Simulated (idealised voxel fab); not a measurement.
Documented hereafter: the process module known as voxel local oxidation.
The width of the displayed cross-section, cut, is 185 nm; its cells are square, with a size of 5 nm.
When this document writes out a cross-section, it uses a grid of square cells and lists it as bands, beginning at the top and moving down, with a band standing for one or more rows of cells. The entry gives the band's vertical extent as a top height and a bottom height in nm, then its horizontal make-up as materials from left to right, each with a width in nm. "empty" stands for empty space; a single material marked "edge to edge" fills the band edge to edge. Heights are reckoned from 0. Under this level, the received wafer is all of one material. The bottommost band is open-ended downward, for example "0 and below". Width spec "30 to 40" -> top row of cells at first value, bottom row at second value, equal per-row change in between. You'll sometimes find "stayed the same" written for a step, and that's the way of saying that nowhere in the cross-section did a cell change during that step. Any empty space of 8 cells or more lacking an open way to the top shows up in "Enclosed void listing" as width x height at distance, distance from the left edge, in nm. On a step's line, text after the settings is the simulator commenting on that step. If you see "overlay nm" on a step's line and that step has a mask, it's telling you how far right of where it was planned the mask ended up; a negative number means it went left instead.
[The following list gives the planned process steps]
| 1 | RECEIVE,material Si |
| 2 | CONFORMAL_DEP,material SiO2,thk nm 5 |
| 3 | CONFORMAL_DEP,material SiN,thk nm 10 |
| 4 | MASKED_ETCH,tone cover,mask id ACTIVE,width nm 90,etch materials SiN,depth nm 10,overlay nm 0 |
| 5 | SELECTIVE_ETCH,etch materials SiO2,depth nm 5 |
| 6 | OXIDIZE,depth nm 10 |
| 7 | STRIP,etch materials SiN |
[First of two wafers - as planned]
[Delivered wafer in cross-section: state after step 1]
0 and below = Si edge to edge
Enclosed void listing: none
[The wafer in cross-section once step 2 is complete]
5 down to 0 = SiO2 edge to edge
below 0: unchanged
[The wafer in cross-section once step 3 is complete]
15 down to 5 = SiN edge to edge
below 5: unchanged
[The wafer in cross-section once step 4 is complete]
15 down to 5 = 45 empty; 90 SiN; 50 empty
below 5: unchanged
[The wafer in cross-section once step 5 is complete]
15 down to 5 = 45 empty; 90 SiN; 50 empty
5 down to 0 = 50 empty; 80 SiO2; 55 empty
below 0: unchanged
[The wafer in cross-section once step 6 is complete]
15 down to 5 = 45 empty; 90 SiN; 50 empty
5 down to 0 = 50 empty; 80 SiO2; 55 empty
0 down to -10 = 60 SiO2; 60 Si; 65 SiO2
below -10: unchanged
[The wafer in cross-section once step 7 is complete]
5 down to 0 = 50 empty; 80 SiO2; 55 empty
below 0: unchanged
[The remaining wafer, second of the two, started like the first and was run to the same plan, except that one mistake was made along the way; the two coincide through step 4, inclusive]
[What the second wafer looks like in cross-section when step 5 should have wrapped up]
15 down to 5 = 45 empty; 90 SiN; 50 empty
5 down to 0 = 60 empty; 60 SiO2; 65 empty
below 0: unchanged
[What the second wafer looks like in cross-section when step 6 should have wrapped up]
15 down to 5 = 45 empty; 90 SiN; 50 empty
5 down to 0 = 60 empty; 60 SiO2; 65 empty
0 down to -10 = 70 SiO2; 40 Si; 75 SiO2
below -10: unchanged
[What the second wafer looks like in cross-section when step 7 should have wrapped up]
5 down to 0 = 60 empty; 60 SiO2; 65 empty
below 0: unchanged
Diagnosis: planned and actual differ for step 5; actual: SELECTIVE_ETCH,etch materials SiO2,depth nm 15
Once processing is complete, comparing cell counts shows that the second wafer has more or fewer of certain materials than the first: -8 Si | +4 SiO2
